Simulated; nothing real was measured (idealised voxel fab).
Process module, titled voxel gate over fins
Cross-sectional view cut (width: 250 nm; square cell size: 5 nm).
Heads up, the way a cross-section reads in here is a grid of square cells, handed over as bands from the top down, with every band being one or more rows of cells. Band: top height; bottom height; in nm. Then, left to right: material with width in nm, for each material. "everywhere": a single material spanning edge to edge. "blank": empty space. Zero point of the height axis is 0; under it, received wafer = one material. Lowest band: continues down indefinitely, "top 0, no bottom". The width entry "30 to 40" should be interpreted row by row: the top row of cells in the band takes the first number, the bottom row takes the second number, and the change between adjacent rows is uniform throughout. What does "all unchanged" mean for a step? It means no cell of the cross-section changed in that step. The entry titled "Closed void list" provides the empty spaces that have no open way to the top, restricted to those of 8 cells or more. Each is presented as width x height at distance, the distance being measured from the left edge, with all three in nm. Note: text after step settings on the step line = simulator remark on that step. overlay nm: for a step with a mask, the amount by which the mask lay right of where it was planned; a negative amount means left of it. Heads up before you read on: it's before/after pairs around one process step each, after side only down to the lowest band that changed, step plus settings under the pair. Pairs can be from different runs of this module, same starting wafer, so only chain a pair onto the one above if its "Pre-process cross-section" entry says so.

Pre-process cross-section
- top 5, bottom 0  35 nm blank; 15 nm HfO2; 40 nm blank; 15 nm HfO2; 40 nm blank; 15 nm HfO2; 40 nm blank; 15 nm HfO2; 35 nm blank
- top 0, bottom -10  35 nm blank; 5 nm HfO2; 5 nm Si; 5 nm HfO2; 40 nm blank; 5 nm HfO2; 5 nm Si; 5 nm HfO2; 40 nm blank; 5 nm HfO2; 5 nm Si; 5 nm HfO2; 40 nm blank; 5 nm HfO2; 5 nm Si; 5 nm HfO2; 35 nm blank
- top -10, bottom -15  40 nm HfO2; 5 nm Si; 50 nm HfO2; 5 nm Si; 50 nm HfO2; 5 nm Si; 50 nm HfO2; 5 nm Si; 40 nm HfO2
- top -15, bottom -25  40 nm SiO2; 5 nm Si; 50 nm SiO2; 5 nm Si; 50 nm SiO2; 5 nm Si; 50 nm SiO2; 5 nm Si; 40 nm SiO2
- top -25, bottom -30  40 nm SiO2; 5 nm Si; 10 nm SiO2; 5 nm TiN; 15 nm W; 5 nm TiN; 15 nm SiO2; 5 nm Si; 50 nm SiO2; 5 nm Si; 50 nm SiO2; 5 nm Si; 40 nm SiO2
- top -30, bottom -35  40 nm SiO2; 5 nm Si; 10 nm SiO2; 25 nm TiN; 15 nm SiO2; 5 nm Si; 50 nm SiO2; 5 nm Si; 50 nm SiO2; 5 nm Si; 40 nm SiO2
- top -35, bottom -45  40 nm SiO2; 5 nm Si; 50 nm SiO2; 5 nm Si; 50 nm SiO2; 5 nm Si; 50 nm SiO2; 5 nm Si; 40 nm SiO2
- top -45, no bottom  Si everywhere
- Closed void list: none

As Processed
- top 10, bottom 5  30 nm blank; 25 nm TiN; 30 nm blank; 25 nm TiN; 30 nm blank; 25 nm TiN; 30 nm blank; 25 nm TiN; 30 nm blank
- top 5, bottom 0  30 nm blank; 5 nm TiN; 15 nm HfO2; 5 nm TiN; 30 nm blank; 5 nm TiN; 15 nm HfO2; 5 nm TiN; 30 nm blank; 5 nm TiN; 15 nm HfO2; 5 nm TiN; 30 nm blank; 5 nm TiN; 15 nm HfO2; 5 nm TiN; 30 nm blank
- top 0, bottom -5  30 nm blank; 5 nm TiN; 5 nm HfO2; 5 nm Si; 5 nm HfO2; 5 nm TiN; 30 nm blank; 5 nm TiN; 5 nm HfO2; 5 nm Si; 5 nm HfO2; 5 nm TiN; 30 nm blank; 5 nm TiN; 5 nm HfO2; 5 nm Si; 5 nm HfO2; 5 nm TiN; 30 nm blank; 5 nm TiN; 5 nm HfO2; 5 nm Si; 5 nm HfO2; 5 nm TiN; 30 nm blank
- top -5, bottom -10  35 nm TiN; 5 nm HfO2; 5 nm Si; 5 nm HfO2; 40 nm TiN; 5 nm HfO2; 5 nm Si; 5 nm HfO2; 40 nm TiN; 5 nm HfO2; 5 nm Si; 5 nm HfO2; 40 nm TiN; 5 nm HfO2; 5 nm Si; 5 nm HfO2; 35 nm TiN
- Everything under -10 stays put, no change at all.
- Closed void list: none
Looking at the two cross-sections above, the step in the middle is CONFORMAL_DEP with material TiN, thk nm 5

Pre-process cross-section: the cross-section after the pair above

As Processed
- top 20, bottom 10  W everywhere
- top 10, bottom 5  30 nm W; 25 nm TiN; 30 nm W; 25 nm TiN; 30 nm W; 25 nm TiN; 30 nm W; 25 nm TiN; 30 nm W
- top 5, bottom 0  30 nm W; 5 nm TiN; 15 nm HfO2; 5 nm TiN; 30 nm W; 5 nm TiN; 15 nm HfO2; 5 nm TiN; 30 nm W; 5 nm TiN; 15 nm HfO2; 5 nm TiN; 30 nm W; 5 nm TiN; 15 nm HfO2; 5 nm TiN; 30 nm W
- top 0, bottom -5  30 nm W; 5 nm TiN; 5 nm HfO2; 5 nm Si; 5 nm HfO2; 5 nm TiN; 30 nm W; 5 nm TiN; 5 nm HfO2; 5 nm Si; 5 nm HfO2; 5 nm TiN; 30 nm W; 5 nm TiN; 5 nm HfO2; 5 nm Si; 5 nm HfO2; 5 nm TiN; 30 nm W; 5 nm TiN; 5 nm HfO2; 5 nm Si; 5 nm HfO2; 5 nm TiN; 30 nm W
- Everything under -5 stays put, no change at all.
- Closed void list: none
Looking at the two cross-sections above, the step in the middle is FILL_DEP with material W, thk nm 10

Pre-process cross-section: the cross-section after the pair above

As Processed
- top 15, bottom 10  W everywhere
- Everything under 10 stays put, no change at all.
- Closed void list: none
Looking at the two cross-sections above, the step in the middle is CMP with height nm 15

Pre-process cross-section: the cross-section after the pair above

As Processed
- top 20, bottom 15  SiN everywhere
- Everything under 15 stays put, no change at all.
- Closed void list: none
Looking at the two cross-sections above, the step in the middle is CONFORMAL_DEP with material SiN, thk nm 5

Pre-process cross-section
- top 5, bottom 0  SiN everywhere
- top 0, no bottom  Si everywhere
- Closed void list: none

As Processed
- top 5, bottom 0  30 nm blank; 15 nm SiN; 40 nm blank; 15 nm SiN; 40 nm blank; 15 nm SiN; 40 nm blank; 15 nm SiN; 40 nm blank
- Everything under 0 stays put, no change at all.
- Closed void list: none
Looking at the two cross-sections above, the step in the middle is MASKED_ETCH with tone cover, mask id FINS, width nm 15, pitch nm 55, etch materials SiN, depth nm 5, overlay nm -5

Pre-process cross-section: the cross-section after the pair above

As Processed
- top 5, bottom 0  30 nm blank; 15 nm SiN; 40 nm blank; 15 nm SiN; 40 nm blank; 15 nm SiN; 40 nm blank; 15 nm SiN; 40 nm blank
- top 0, bottom -40  30 nm blank; 20 nm Si; 35 nm blank; 20 nm Si; 35 nm blank; 20 nm Si; 35 nm blank; 20 nm Si; 35 nm blank
- Everything under -40 stays put, no change at all.
- Closed void list: none
Looking at the two cross-sections above, the step in the middle is MASKED_ETCH with tone cover, mask id FINS, width nm 15, pitch nm 55, etch materials Si, depth nm 40, overlay nm 0

Pre-process cross-section: the cross-section after the pair above

As Processed
- top 5, bottom 0  30 nm blank; 15 nm SiN; 40 nm blank; 15 nm SiN; 40 nm blank; 15 nm SiN; 40 nm blank; 15 nm SiN; 40 nm blank
- top 0, bottom -5  30 nm blank; 5 nm SiO2; 5 nm Si; 10 nm SiO2; 35 nm blank; 5 nm SiO2; 5 nm Si; 10 nm SiO2; 35 nm blank; 5 nm SiO2; 5 nm Si; 10 nm SiO2; 35 nm blank; 5 nm SiO2; 5 nm Si; 10 nm SiO2; 35 nm blank
- top -5, bottom -40  30 nm blank; 5 nm SiO2; 10 nm Si; 5 nm SiO2; 35 nm blank; 5 nm SiO2; 10 nm Si; 5 nm SiO2; 35 nm blank; 5 nm SiO2; 10 nm Si; 5 nm SiO2; 35 nm blank; 5 nm SiO2; 10 nm Si; 5 nm SiO2; 35 nm blank
- top -40, bottom -45  35 nm SiO2; 10 nm Si; 45 nm SiO2; 10 nm Si; 45 nm SiO2; 10 nm Si; 45 nm SiO2; 10 nm Si; 40 nm SiO2
- Everything under -45 stays put, no change at all.
- Closed void list: none
Looking at the two cross-sections above, the step in the middle is OXIDIZE with depth nm 5

Pre-process cross-section: the cross-section after the pair above

As Processed
- top 20, bottom 5  SiO2 everywhere
- top 5, bottom 0  30 nm SiO2; 15 nm SiN; 40 nm SiO2; 15 nm SiN; 40 nm SiO2; 15 nm SiN; 40 nm SiO2; 15 nm SiN; 40 nm SiO2
- top 0, bottom -5  35 nm SiO2; 5 nm Si; 50 nm SiO2; 5 nm Si; 50 nm SiO2; 5 nm Si; 50 nm SiO2; 5 nm Si; 45 nm SiO2
- top -5, bottom -45  35 nm SiO2; 10 nm Si; 45 nm SiO2; 10 nm Si; 45 nm SiO2; 10 nm Si; 45 nm SiO2; 10 nm Si; 40 nm SiO2
- Everything under -45 stays put, no change at all.
- Closed void list: none
Looking at the two cross-sections above, the step in the middle is FILL_DEP with material SiO2, thk nm 15

Pre-process cross-section: the cross-section after the pair above

As Processed
- top 5, bottom 0  30 nm SiO2; 15 nm SiN; 40 nm SiO2; 15 nm SiN; 40 nm SiO2; 15 nm SiN; 40 nm SiO2; 15 nm SiN; 40 nm SiO2
- Everything under 0 stays put, no change at all.
- Closed void list: none
Looking at the two cross-sections above, the step in the middle is CMP with height nm 5

Pre-process cross-section: the cross-section after the pair above

As Processed
- top 5, bottom 0  30 nm SiO2; 15 nm SiN; 15 nm SiO2; 15 nm blank; 10 nm SiO2; 15 nm SiN; 40 nm SiO2; 15 nm SiN; 40 nm SiO2; 15 nm SiN; 40 nm SiO2
- top 0, bottom -5  35 nm SiO2; 5 nm Si; 20 nm SiO2; 15 nm blank; 15 nm SiO2; 5 nm Si; 50 nm SiO2; 5 nm Si; 50 nm SiO2; 5 nm Si; 45 nm SiO2
- top -5, bottom -35  35 nm SiO2; 10 nm Si; 15 nm SiO2; 15 nm blank; 15 nm SiO2; 10 nm Si; 45 nm SiO2; 10 nm Si; 45 nm SiO2; 10 nm Si; 40 nm SiO2
- Everything under -35 stays put, no change at all.
- Closed void list: none
Looking at the two cross-sections above, the step in the middle is MASKED_ETCH with tone open, mask id RAIL, width nm 15, etch materials SiO2, depth nm 40, overlay nm 0

Pre-process cross-section: the cross-section after the pair above

As Processed
- top 10, bottom 5  65 nm TiN; 5 nm blank; 180 nm TiN
- top 5, bottom 0  30 nm SiO2; 15 nm SiN; 15 nm SiO2; 5 nm TiN; 5 nm blank; 5 nm TiN; 10 nm SiO2; 15 nm SiN; 40 nm SiO2; 15 nm SiN; 40 nm SiO2; 15 nm SiN; 40 nm SiO2
- top 0, bottom -5  35 nm SiO2; 5 nm Si; 20 nm SiO2; 5 nm TiN; 5 nm blank; 5 nm TiN; 15 nm SiO2; 5 nm Si; 50 nm SiO2; 5 nm Si; 50 nm SiO2; 5 nm Si; 45 nm SiO2
- top -5, bottom -30  35 nm SiO2; 10 nm Si; 15 nm SiO2; 5 nm TiN; 5 nm blank; 5 nm TiN; 15 nm SiO2; 10 nm Si; 45 nm SiO2; 10 nm Si; 45 nm SiO2; 10 nm Si; 40 nm SiO2
- top -30, bottom -35  35 nm SiO2; 10 nm Si; 15 nm SiO2; 15 nm TiN; 15 nm SiO2; 10 nm Si; 45 nm SiO2; 10 nm Si; 45 nm SiO2; 10 nm Si; 40 nm SiO2
- Everything under -35 stays put, no change at all.
- Closed void list: none
Looking at the two cross-sections above, the step in the middle is CONFORMAL_DEP with material TiN, thk nm 5

Pre-process cross-section: the cross-section after the pair above

As Processed
- top 20, bottom 10  W everywhere
- top 10, bottom 5  65 nm TiN; 5 nm W; 180 nm TiN
- top 5, bottom 0  30 nm SiO2; 15 nm SiN; 15 nm SiO2; 5 nm TiN; 5 nm W; 5 nm TiN; 10 nm SiO2; 15 nm SiN; 40 nm SiO2; 15 nm SiN; 40 nm SiO2; 15 nm SiN; 40 nm SiO2
- top 0, bottom -5  35 nm SiO2; 5 nm Si; 20 nm SiO2; 5 nm TiN; 5 nm W; 5 nm TiN; 15 nm SiO2; 5 nm Si; 50 nm SiO2; 5 nm Si; 50 nm SiO2; 5 nm Si; 45 nm SiO2
- top -5, bottom -30  35 nm SiO2; 10 nm Si; 15 nm SiO2; 5 nm TiN; 5 nm W; 5 nm TiN; 15 nm SiO2; 10 nm Si; 45 nm SiO2; 10 nm Si; 45 nm SiO2; 10 nm Si; 40 nm SiO2
- Everything under -30 stays put, no change at all.
- Closed void list: none
Looking at the two cross-sections above, the step in the middle is FILL_DEP with material W, thk nm 10

Pre-process cross-section: the cross-section after the pair above

As Processed
- top 5, bottom 0  30 nm SiO2; 15 nm SiN; 15 nm SiO2; 5 nm TiN; 5 nm W; 5 nm TiN; 10 nm SiO2; 15 nm SiN; 40 nm SiO2; 15 nm SiN; 40 nm SiO2; 15 nm SiN; 40 nm SiO2
- Everything under 0 stays put, no change at all.
- Closed void list: none
Looking at the two cross-sections above, the step in the middle is CMP with height nm 5

Pre-process cross-section: the cross-section after the pair above

As Processed
- top 5, bottom 0  30 nm SiO2; 15 nm SiN; 15 nm SiO2; 15 nm blank; 10 nm SiO2; 15 nm SiN; 40 nm SiO2; 15 nm SiN; 40 nm SiO2; 15 nm SiN; 40 nm SiO2
- top 0, bottom -5  35 nm SiO2; 5 nm Si; 20 nm SiO2; 15 nm blank; 15 nm SiO2; 5 nm Si; 50 nm SiO2; 5 nm Si; 50 nm SiO2; 5 nm Si; 45 nm SiO2
- top -5, bottom -25  35 nm SiO2; 10 nm Si; 15 nm SiO2; 15 nm blank; 15 nm SiO2; 10 nm Si; 45 nm SiO2; 10 nm Si; 45 nm SiO2; 10 nm Si; 40 nm SiO2
- Everything under -25 stays put, no change at all.
- Closed void list: none
Looking at the two cross-sections above, the step in the middle is SELECTIVE_ETCH with etch materials W Ru TiN, depth nm 30

Pre-process cross-section: the cross-section after the pair above

As Processed
- top 10, bottom 5  SiO2 everywhere
- top 5, bottom 0  30 nm SiO2; 15 nm SiN; 40 nm SiO2; 15 nm SiN; 40 nm SiO2; 15 nm SiN; 40 nm SiO2; 15 nm SiN; 40 nm SiO2
- top 0, bottom -5  35 nm SiO2; 5 nm Si; 50 nm SiO2; 5 nm Si; 50 nm SiO2; 5 nm Si; 50 nm SiO2; 5 nm Si; 45 nm SiO2
- top -5, bottom -25  35 nm SiO2; 10 nm Si; 45 nm SiO2; 10 nm Si; 45 nm SiO2; 10 nm Si; 45 nm SiO2; 10 nm Si; 40 nm SiO2
- Everything under -25 stays put, no change at all.
- Closed void list: none
Looking at the two cross-sections above, the step in the middle is FILL_DEP with material SiO2, thk nm 5

Pre-process cross-section: the cross-section after the pair above

As Processed
- top 5, bottom 0  30 nm SiO2; 15 nm SiN; 40 nm SiO2; 15 nm SiN; 40 nm SiO2; 15 nm SiN; 40 nm SiO2; 15 nm SiN; 40 nm SiO2
- Everything under 0 stays put, no change at all.
- Closed void list: none
Looking at the two cross-sections above, the step in the middle is CMP with height nm 5

Pre-process cross-section: the cross-section after the pair above

As Processed
- top 5, bottom 0  30 nm blank; 15 nm SiN; 40 nm blank; 15 nm SiN; 40 nm blank; 15 nm SiN; 40 nm blank; 15 nm SiN; 40 nm blank
- top 0, bottom -5  35 nm blank; 5 nm Si; 50 nm blank; 5 nm Si; 50 nm blank; 5 nm Si; 50 nm blank; 5 nm Si; 45 nm blank
- top -5, bottom -15  35 nm blank; 10 nm Si; 45 nm blank; 10 nm Si; 45 nm blank; 10 nm Si; 45 nm blank; 10 nm Si; 40 nm blank
- Everything under -15 stays put, no change at all.
- Closed void list: none
Looking at the two cross-sections above, the step in the middle is SELECTIVE_ETCH with etch materials SiO2, depth nm 20

Pre-process cross-section: the cross-section after the pair above

As Processed
- top 0, bottom -5  35 nm blank; 5 nm Si; 50 nm blank; 5 nm Si; 50 nm blank; 5 nm Si; 50 nm blank; 5 nm Si; 45 nm blank
- Everything under -5 stays put, no change at all.
- Closed void list: none
Looking at the two cross-sections above, the step in the middle is STRIP with etch materials SiN

Pre-process cross-section: the cross-section after the pair above

As Processed
- top 5, bottom 0  30 nm blank; 15 nm HfO2; 40 nm blank; 15 nm HfO2; 40 nm blank; 15 nm HfO2; 40 nm blank; 15 nm HfO2; 40 nm blank
- top 0, bottom -10  30 nm blank; 5 nm HfO2; 5 to 10 nm Si; 10 to 5 nm HfO2; 35 nm blank; 5 nm HfO2; 5 to 10 nm Si; 10 to 5 nm HfO2; 35 nm blank; 5 nm HfO2; 5 to 10 nm Si; 10 to 5 nm HfO2; 35 nm blank; 5 nm HfO2; 5 to 10 nm Si; 10 to 5 nm HfO2; 35 nm blank
- top -10, bottom -15  35 nm HfO2; 10 nm Si; 45 nm HfO2; 10 nm Si; 45 nm HfO2; 10 nm Si; 45 nm HfO2; 10 nm Si; 40 nm HfO2
- Everything under -15 stays put, no change at all.
- Closed void list: none
Looking at the two cross-sections above, the step in the middle is CONFORMAL_DEP with material HfO2, thk nm 5

Pre-process cross-section: the cross-section after the pair above

As Processed
- top 10, bottom 5  25 nm blank; 25 nm TiN; 30 nm blank; 25 nm TiN; 30 nm blank; 25 nm TiN; 30 nm blank; 25 nm TiN; 35 nm blank
- top 5, bottom 0  25 nm blank; 5 nm TiN; 15 nm HfO2; 10 nm TiN; 25 nm blank; 5 nm TiN; 15 nm HfO2; 10 nm TiN; 25 nm blank; 5 nm TiN; 15 nm HfO2; 10 nm TiN; 25 nm blank; 5 nm TiN; 15 nm HfO2; 10 nm TiN; 30 nm blank
- top 0, bottom -5  25 nm blank; 5 nm TiN; 5 nm HfO2; 5 nm Si; 10 nm HfO2; 5 nm TiN; 25 nm blank; 5 nm TiN; 5 nm HfO2; 5 nm Si; 10 nm HfO2; 5 nm TiN; 25 nm blank; 5 nm TiN; 5 nm HfO2; 5 nm Si; 10 nm HfO2; 5 nm TiN; 25 nm blank; 5 nm TiN; 5 nm HfO2; 5 nm Si; 10 nm HfO2; 5 nm TiN; 30 nm blank
- top -5, bottom -10  30 nm TiN; 5 nm HfO2; 10 nm Si; 5 nm HfO2; 35 nm TiN; 5 nm HfO2; 10 nm Si; 5 nm HfO2; 35 nm TiN; 5 nm HfO2; 10 nm Si; 5 nm HfO2; 35 nm TiN; 5 nm HfO2; 10 nm Si; 5 nm HfO2; 35 nm TiN
- Everything under -10 stays put, no change at all.
- Closed void list: none
Looking at the two cross-sections above, the step in the middle is CONFORMAL_DEP with material TiN, thk nm 5

Pre-process cross-section: the cross-section after the pair above

As Processed
- top 20, bottom 10  W everywhere
- top 10, bottom 5  25 nm W; 25 nm TiN; 30 nm W; 25 nm TiN; 30 nm W; 25 nm TiN; 30 nm W; 25 nm TiN; 35 nm W
- top 5, bottom 0  25 nm W; 5 nm TiN; 15 nm HfO2; 10 nm TiN; 25 nm W; 5 nm TiN; 15 nm HfO2; 10 nm TiN; 25 nm W; 5 nm TiN; 15 nm HfO2; 10 nm TiN; 25 nm W; 5 nm TiN; 15 nm HfO2; 10 nm TiN; 30 nm W
- top 0, bottom -5  25 nm W; 5 nm TiN; 5 nm HfO2; 5 nm Si; 10 nm HfO2; 5 nm TiN; 25 nm W; 5 nm TiN; 5 nm HfO2; 5 nm Si; 10 nm HfO2; 5 nm TiN; 25 nm W; 5 nm TiN; 5 nm HfO2; 5 nm Si; 10 nm HfO2; 5 nm TiN; 25 nm W; 5 nm TiN; 5 nm HfO2; 5 nm Si; 10 nm HfO2; 5 nm TiN; 30 nm W
- Everything under -5 stays put, no change at all.
- Closed void list: none
Looking at the two cross-sections above, the step in the middle is FILL_DEP with material W, thk nm 10

Pre-process cross-section: the cross-section after the pair above

As Processed
- top 15, bottom 10  W everywhere
- Everything under 10 stays put, no change at all.
- Closed void list: none
Looking at the two cross-sections above, the step in the middle is CMP with height nm 15

Pre-process cross-section: the cross-section after the pair above

As Processed
- top 20, bottom 15  SiN everywhere
- Everything under 15 stays put, no change at all.
- Closed void list: none
Looking at the two cross-sections above, the step in the middle is CONFORMAL_DEP with material SiN, thk nm 5

Pre-process cross-section
- top 10, bottom 5  65 nm TiN; 5 nm blank; 180 nm TiN
- top 5, bottom 0  35 nm SiO2; 15 nm SiN; 10 nm SiO2; 5 nm TiN; 5 nm blank; 5 nm TiN; 15 nm SiO2; 15 nm SiN; 40 nm SiO2; 15 nm SiN; 40 nm SiO2; 15 nm SiN; 35 nm SiO2
- top 0, bottom -30  40 nm SiO2; 5 nm Si; 15 nm SiO2; 5 nm TiN; 5 nm blank; 5 nm TiN; 20 nm SiO2; 5 nm Si; 50 nm SiO2; 5 nm Si; 50 nm SiO2; 5 nm Si; 40 nm SiO2
- top -30, bottom -35  40 nm SiO2; 5 nm Si; 15 nm SiO2; 15 nm TiN; 20 nm SiO2; 5 nm Si; 50 nm SiO2; 5 nm Si; 50 nm SiO2; 5 nm Si; 40 nm SiO2
- top -35, bottom -45  40 nm SiO2; 5 nm Si; 50 nm SiO2; 5 nm Si; 50 nm SiO2; 5 nm Si; 50 nm SiO2; 5 nm Si; 40 nm SiO2
- top -45, no bottom  Si everywhere
- Closed void list: none

As Processed
- top 20, bottom 10  HfO2 everywhere
- top 10, bottom 5  65 nm TiN; 5 nm HfO2; 180 nm TiN
- top 5, bottom 0  35 nm SiO2; 15 nm SiN; 10 nm SiO2; 5 nm TiN; 5 nm HfO2; 5 nm TiN; 15 nm SiO2; 15 nm SiN; 40 nm SiO2; 15 nm SiN; 40 nm SiO2; 15 nm SiN; 35 nm SiO2
- top 0, bottom -30  40 nm SiO2; 5 nm Si; 15 nm SiO2; 5 nm TiN; 5 nm HfO2; 5 nm TiN; 20 nm SiO2; 5 nm Si; 50 nm SiO2; 5 nm Si; 50 nm SiO2; 5 nm Si; 40 nm SiO2
- Everything under -30 stays put, no change at all.
- Closed void list: none
Looking at the two cross-sections above, the step in the middle is FILL_DEP with material HfO2, thk nm 10

Pre-process cross-section: the cross-section after the pair above

As Processed
- top 5, bottom 0  35 nm SiO2; 15 nm SiN; 10 nm SiO2; 5 nm TiN; 5 nm HfO2; 5 nm TiN; 15 nm SiO2; 15 nm SiN; 40 nm SiO2; 15 nm SiN; 40 nm SiO2; 15 nm SiN; 35 nm SiO2
- Everything under 0 stays put, no change at all.
- Closed void list: none
Looking at the two cross-sections above, the step in the middle is CMP with height nm 5

Pre-process cross-section: the cross-section after the pair above

As Processed
- top 5, bottom 0  35 nm SiO2; 15 nm SiN; 10 nm SiO2; 5 nm blank; 5 nm HfO2; 5 nm blank; 15 nm SiO2; 15 nm SiN; 40 nm SiO2; 15 nm SiN; 40 nm SiO2; 15 nm SiN; 35 nm SiO2
- top 0, bottom -25  40 nm SiO2; 5 nm Si; 15 nm SiO2; 5 nm blank; 5 nm HfO2; 5 nm blank; 20 nm SiO2; 5 nm Si; 50 nm SiO2; 5 nm Si; 50 nm SiO2; 5 nm Si; 40 nm SiO2
- Everything under -25 stays put, no change at all.
- Closed void list: none
Looking at the two cross-sections above, the step in the middle is SELECTIVE_ETCH with etch materials W Ru TiN, depth nm 30

Pre-process cross-section: the cross-section after the pair above

As Processed
- top 10, bottom 5  SiO2 everywhere
- top 5, bottom 0  35 nm SiO2; 15 nm SiN; 15 nm SiO2; 5 nm HfO2; 20 nm SiO2; 15 nm SiN; 40 nm SiO2; 15 nm SiN; 40 nm SiO2; 15 nm SiN; 35 nm SiO2
- top 0, bottom -25  40 nm SiO2; 5 nm Si; 20 nm SiO2; 5 nm HfO2; 25 nm SiO2; 5 nm Si; 50 nm SiO2; 5 nm Si; 50 nm SiO2; 5 nm Si; 40 nm SiO2
- Everything under -25 stays put, no change at all.
- Closed void list: none
Looking at the two cross-sections above, the step in the middle is FILL_DEP with material SiO2, thk nm 5

Pre-process cross-section: the cross-section after the pair above

As Processed
- top 5, bottom 0  35 nm SiO2; 15 nm SiN; 15 nm SiO2; 5 nm HfO2; 20 nm SiO2; 15 nm SiN; 40 nm SiO2; 15 nm SiN; 40 nm SiO2; 15 nm SiN; 35 nm SiO2
- Everything under 0 stays put, no change at all.
- Closed void list: none
Looking at the two cross-sections above, the step in the middle is CMP with height nm 5

Pre-process cross-section: the cross-section after the pair above

As Processed
- top 5, bottom 0  35 nm blank; 15 nm SiN; 15 nm blank; 5 nm HfO2; 20 nm blank; 15 nm SiN; 40 nm blank; 15 nm SiN; 40 nm blank; 15 nm SiN; 35 nm blank
- top 0, bottom -15  40 nm blank; 5 nm Si; 20 nm blank; 5 nm HfO2; 25 nm blank; 5 nm Si; 50 nm blank; 5 nm Si; 50 nm blank; 5 nm Si; 40 nm blank
- Everything under -15 stays put, no change at all.
- Closed void list: none
Looking at the two cross-sections above, the step in the middle is SELECTIVE_ETCH with etch materials SiO2, depth nm 20

Pre-process cross-section: the cross-section after the pair above

As Processed
- top 5, bottom 0  65 nm blank; 5 nm HfO2; 180 nm blank
- Everything under 0 stays put, no change at all.
- Closed void list: none
Looking at the two cross-sections above, the step in the middle is STRIP with etch materials SiN

Pre-process cross-section: the cross-section after the pair above

As Processed
- top 10, bottom 5  60 nm blank; 15 nm HfO2; 175 nm blank
- top 5, bottom 0  35 nm blank; 15 nm HfO2; 10 nm blank; 15 nm HfO2; 15 nm blank; 15 nm HfO2; 40 nm blank; 15 nm HfO2; 40 nm blank; 15 nm HfO2; 35 nm blank
- top 0, bottom -10  35 nm blank; 5 nm HfO2; 5 nm Si; 5 nm HfO2; 10 nm blank; 15 nm HfO2; 15 nm blank; 5 nm HfO2; 5 nm Si; 5 nm HfO2; 40 nm blank; 5 nm HfO2; 5 nm Si; 5 nm HfO2; 40 nm blank; 5 nm HfO2; 5 nm Si; 5 nm HfO2; 35 nm blank
- top -10, bottom -15  40 nm HfO2; 5 nm Si; 50 nm HfO2; 5 nm Si; 50 nm HfO2; 5 nm Si; 50 nm HfO2; 5 nm Si; 40 nm HfO2
- Everything under -15 stays put, no change at all.
- Closed void list: none
Looking at the two cross-sections above, the step in the middle is CONFORMAL_DEP with material HfO2, thk nm 5

Pre-process cross-section: the cross-section after the pair above

As Processed
- top 15, bottom 10  55 nm blank; 25 nm TiN; 170 nm blank
- top 10, bottom 5  30 nm blank; 30 nm TiN; 15 nm HfO2; 5 nm TiN; 5 nm blank; 25 nm TiN; 30 nm blank; 25 nm TiN; 30 nm blank; 25 nm TiN; 30 nm blank
- top 5, bottom 0  30 nm blank; 5 nm TiN; 15 nm HfO2; 10 nm TiN; 15 nm HfO2; 5 nm TiN; 5 nm blank; 5 nm TiN; 15 nm HfO2; 5 nm TiN; 30 nm blank; 5 nm TiN; 15 nm HfO2; 5 nm TiN; 30 nm blank; 5 nm TiN; 15 nm HfO2; 5 nm TiN; 30 nm blank
- top 0, bottom -5  30 nm blank; 5 nm TiN; 5 nm HfO2; 5 nm Si; 5 nm HfO2; 10 nm TiN; 15 nm HfO2; 5 nm TiN; 5 nm blank; 5 nm TiN; 5 nm HfO2; 5 nm Si; 5 nm HfO2; 5 nm TiN; 30 nm blank; 5 nm TiN; 5 nm HfO2; 5 nm Si; 5 nm HfO2; 5 nm TiN; 30 nm blank; 5 nm TiN; 5 nm HfO2; 5 nm Si; 5 nm HfO2; 5 nm TiN; 30 nm blank
- top -5, bottom -10  35 nm TiN; 5 nm HfO2; 5 nm Si; 5 nm HfO2; 10 nm TiN; 15 nm HfO2; 15 nm TiN; 5 nm HfO2; 5 nm Si; 5 nm HfO2; 40 nm TiN; 5 nm HfO2; 5 nm Si; 5 nm HfO2; 40 nm TiN; 5 nm HfO2; 5 nm Si; 5 nm HfO2; 35 nm TiN
- Everything under -10 stays put, no change at all.
- Closed void list: none
Looking at the two cross-sections above, the step in the middle is CONFORMAL_DEP with material TiN, thk nm 5

Pre-process cross-section: the cross-section after the pair above

As Processed
- top 25, bottom 15  W everywhere
- top 15, bottom 10  55 nm W; 25 nm TiN; 170 nm W
- top 10, bottom 5  30 nm W; 30 nm TiN; 15 nm HfO2; 5 nm TiN; 5 nm W; 25 nm TiN; 30 nm W; 25 nm TiN; 30 nm W; 25 nm TiN; 30 nm W
- top 5, bottom 0  30 nm W; 5 nm TiN; 15 nm HfO2; 10 nm TiN; 15 nm HfO2; 5 nm TiN; 5 nm W; 5 nm TiN; 15 nm HfO2; 5 nm TiN; 30 nm W; 5 nm TiN; 15 nm HfO2; 5 nm TiN; 30 nm W; 5 nm TiN; 15 nm HfO2; 5 nm TiN; 30 nm W
- top 0, bottom -5  30 nm W; 5 nm TiN; 5 nm HfO2; 5 nm Si; 5 nm HfO2; 10 nm TiN; 15 nm HfO2; 5 nm TiN; 5 nm W; 5 nm TiN; 5 nm HfO2; 5 nm Si; 5 nm HfO2; 5 nm TiN; 30 nm W; 5 nm TiN; 5 nm HfO2; 5 nm Si; 5 nm HfO2; 5 nm TiN; 30 nm W; 5 nm TiN; 5 nm HfO2; 5 nm Si; 5 nm HfO2; 5 nm TiN; 30 nm W
- Everything under -5 stays put, no change at all.
- Closed void list: none
Looking at the two cross-sections above, the step in the middle is FILL_DEP with material W, thk nm 10

Pre-process cross-section: the cross-section after the pair above

As Processed
- top 15, bottom 10  55 nm W; 25 nm TiN; 170 nm W
- Everything under 10 stays put, no change at all.
- Closed void list: none
Looking at the two cross-sections above, the step in the middle is CMP with height nm 15

Pre-process cross-section: the cross-section after the pair above

As Processed
- top 20, bottom 15  SiN everywhere
- Everything under 15 stays put, no change at all.
- Closed void list: none
Looking at the two cross-sections above, the step in the middle is CONFORMAL_DEP with material SiN, thk nm 5
